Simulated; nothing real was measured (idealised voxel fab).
Name of the process module below: voxel released beams
Xsec cut, 165 nm wide, square cell size 5 nm.
Bands, listed from the top down, are how a cross-section gets written in this document; the cross-section itself is a grid of square cells, and a band is one or more rows of them.
Each band's line starts with the height of the band's top and of its bottom, in nm. Then come its materials from left to right, each with its width in nm. One material with "throughout" fills the band from edge to edge. "blank" is empty space.
Height 0 is the level under which the wafer as received is all one material. The lowest band goes on downwards, as in "0 down".
It should be noted that a width expressed as "30->40" varies in equal increments from row to row of cells within the band, taking the value of the first number at the top row and that of the second number at the bottom row.
No cell of the cross-section changed in a step that is given as "nothing altered".
Basically, "Closed empty spaces" tells you about the enclosed voids: empty spaces with no open way to the top, 8 cells or bigger, each written width x height at distance, where distance is from the left edge, all in nm.
If you see something after the settings on a step's line, that's the simulator's own remark about that step.
The "overlay nm" setting may appear on a step's line; for a step that uses a mask, it gives how far to the right of its planned position the mask lay, and a negative value indicates the left.
THE FOLLOWING LIST GIVES THE PLANNED PROCESS STEPS
- 1: RECEIVE,material Si
- 2: CONFORMAL_DEP,material SiN,thk nm 10
- 3: DIRECTIONAL_DEP,material SiO2,thk nm 15
- 4: PATTERN,tone open,mask id ANCHOR,material resist,width nm 40,thk nm 15,overlay nm 0
- 5: DIRECTIONAL_ETCH,etch materials SiO2,depth nm 15
- 6: STRIP,etch materials resist
- 7: CONFORMAL_DEP,material W,thk nm 15
- 8: DIRECTIONAL_DEP,material aC,thk nm 10
- 9: PATTERN,tone cover,mask id BEAM,material resist,width nm 110,thk nm 30,overlay nm 0
- 10: DIRECTIONAL_ETCH,etch materials aC,depth nm 10
- 11: STRIP,etch materials resist
- 12: DIRECTIONAL_ETCH,etch materials W,depth nm 15
- 13: STRIP,etch materials aC
- 14: STRIP,etch materials SiO2
ON THE FIRST OF THE TWO WAFERS: RUN CONDUCTED ACCORDING TO PLAN
CROSS-SECTIONAL VIEW OF THE WAFER IN ITS AS-RECEIVED CONDITION, CORRESPONDING TO THE STATE AFTER STEP 1
0 down | Si throughout
Closed empty spaces: none
CROSS-SECTION OF THE WAFER SUBSEQUENT TO STEP 2
10 to 0 | SiN throughout
Under 0: no change, same as before.
CROSS-SECTION OF THE WAFER SUBSEQUENT TO STEP 3
25 to 10 | SiO2 throughout
Under 10: no change, same as before.
CROSS-SECTION OF THE WAFER SUBSEQUENT TO STEP 4
40 to 25 | resist 30 nm  blank 40 nm  resist 95 nm
Under 25: no change, same as before.
CROSS-SECTION OF THE WAFER SUBSEQUENT TO STEP 5
40 to 25 | resist 30 nm  blank 40 nm  resist 95 nm
25 to 10 | SiO2 30 nm  blank 40 nm  SiO2 95 nm
Under 10: no change, same as before.
CROSS-SECTION OF THE WAFER SUBSEQUENT TO STEP 6
25 to 10 | SiO2 30 nm  blank 40 nm  SiO2 95 nm
Under 10: no change, same as before.
CROSS-SECTION OF THE WAFER SUBSEQUENT TO STEP 7
40 to 25 | W 45 nm  blank 10 nm  W 110 nm
25 to 10 | SiO2 30 nm  W 40 nm  SiO2 95 nm
Under 10: no change, same as before.
CROSS-SECTION OF THE WAFER SUBSEQUENT TO STEP 8
50 to 40 | aC 45 nm  blank 10 nm  aC 110 nm
40 to 35 | W 45 nm  blank 10 nm  W 110 nm
35 to 25 | W 45 nm  aC 10 nm  W 110 nm
Under 25: no change, same as before.
CROSS-SECTION OF THE WAFER SUBSEQUENT TO STEP 9
80 to 50 | blank 25 nm  resist 110 nm  blank 30 nm
50 to 40 | aC 45 nm  resist 10 nm  aC 110 nm
40 to 35 | W 45 nm  resist 10 nm  W 110 nm
Under 35: no change, same as before.
CROSS-SECTION OF THE WAFER SUBSEQUENT TO STEP 10
70 to 50 | blank 25 nm  resist 110 nm  blank 30 nm
50 to 40 | blank 25 nm  aC 20 nm  resist 10 nm  aC 80 nm  blank 30 nm
Under 40: no change, same as before.
CROSS-SECTION OF THE WAFER SUBSEQUENT TO STEP 11
50 to 40 | blank 25 nm  aC 20 nm  blank 10 nm  aC 80 nm  blank 30 nm
40 to 35 | W 45 nm  blank 10 nm  W 110 nm
Under 35: no change, same as before.
CROSS-SECTION OF THE WAFER SUBSEQUENT TO STEP 12
50 to 40 | blank 25 nm  aC 20 nm  blank 10 nm  aC 80 nm  blank 30 nm
40 to 35 | blank 25 nm  W 20 nm  blank 10 nm  W 80 nm  blank 30 nm
35 to 25 | blank 25 nm  W 20 nm  aC 10 nm  W 80 nm  blank 30 nm
Under 25: no change, same as before.
CROSS-SECTION OF THE WAFER SUBSEQUENT TO STEP 13
40 to 25 | blank 25 nm  W 20 nm  blank 10 nm  W 80 nm  blank 30 nm
Under 25: no change, same as before.
CROSS-SECTION OF THE WAFER SUBSEQUENT TO STEP 14
40 to 25 | blank 25 nm  W 20 nm  blank 10 nm  W 80 nm  blank 30 nm
25 to 10 | blank 30 nm  W 40 nm  blank 95 nm
Under 10: no change, same as before.
REGARDING THE SECOND OF THE TWO WAFERS: IT SHARED THE FIRST WAFER'S STARTING CONDITION AND PROCESS PLAN, YET ONE ERROR OCCURRED DURING ITS EXECUTION. ITS HISTORY COINCIDES WITH THAT OF THE FIRST WAFER UP TO AND INCLUDING STEP 6
HERE IS THE SECOND WAFER IN CROSS-SECTION AT THE POINT WHERE STEP 7 OF THE PLAN SHOULD HAVE BEEN DONE
55 to 25 | W throughout
25 to 10 | SiO2 30 nm  W 40 nm  SiO2 95 nm
Under 10: no change, same as before.
HERE IS THE SECOND WAFER IN CROSS-SECTION AT THE POINT WHERE STEP 8 OF THE PLAN SHOULD HAVE BEEN DONE
65 to 55 | aC throughout
Under 55: no change, same as before.
HERE IS THE SECOND WAFER IN CROSS-SECTION AT THE POINT WHERE STEP 9 OF THE PLAN SHOULD HAVE BEEN DONE
95 to 65 | blank 25 nm  resist 110 nm  blank 30 nm
Under 65: no change, same as before.
HERE IS THE SECOND WAFER IN CROSS-SECTION AT THE POINT WHERE STEP 10 OF THE PLAN SHOULD HAVE BEEN DONE
85 to 65 | blank 25 nm  resist 110 nm  blank 30 nm
65 to 55 | blank 25 nm  aC 110 nm  blank 30 nm
Under 55: no change, same as before.
HERE IS THE SECOND WAFER IN CROSS-SECTION AT THE POINT WHERE STEP 11 OF THE PLAN SHOULD HAVE BEEN DONE
65 to 55 | blank 25 nm  aC 110 nm  blank 30 nm
Under 55: no change, same as before.
HERE IS THE SECOND WAFER IN CROSS-SECTION AT THE POINT WHERE STEP 12 OF THE PLAN SHOULD HAVE BEEN DONE
65 to 55 | blank 25 nm  aC 110 nm  blank 30 nm
55 to 40 | blank 25 nm  W 110 nm  blank 30 nm
Under 40: no change, same as before.
HERE IS THE SECOND WAFER IN CROSS-SECTION AT THE POINT WHERE STEP 13 OF THE PLAN SHOULD HAVE BEEN DONE
55 to 40 | blank 25 nm  W 110 nm  blank 30 nm
Under 40: no change, same as before.
Here is the second wafer in cross-section at the point where step 14 of the plan should have been done: nothing altered
Processing error: in the plan, step 7 was performed twice
Materials where the second wafer ends with more or fewer cells than the first: +75 SiO2 | +105 W
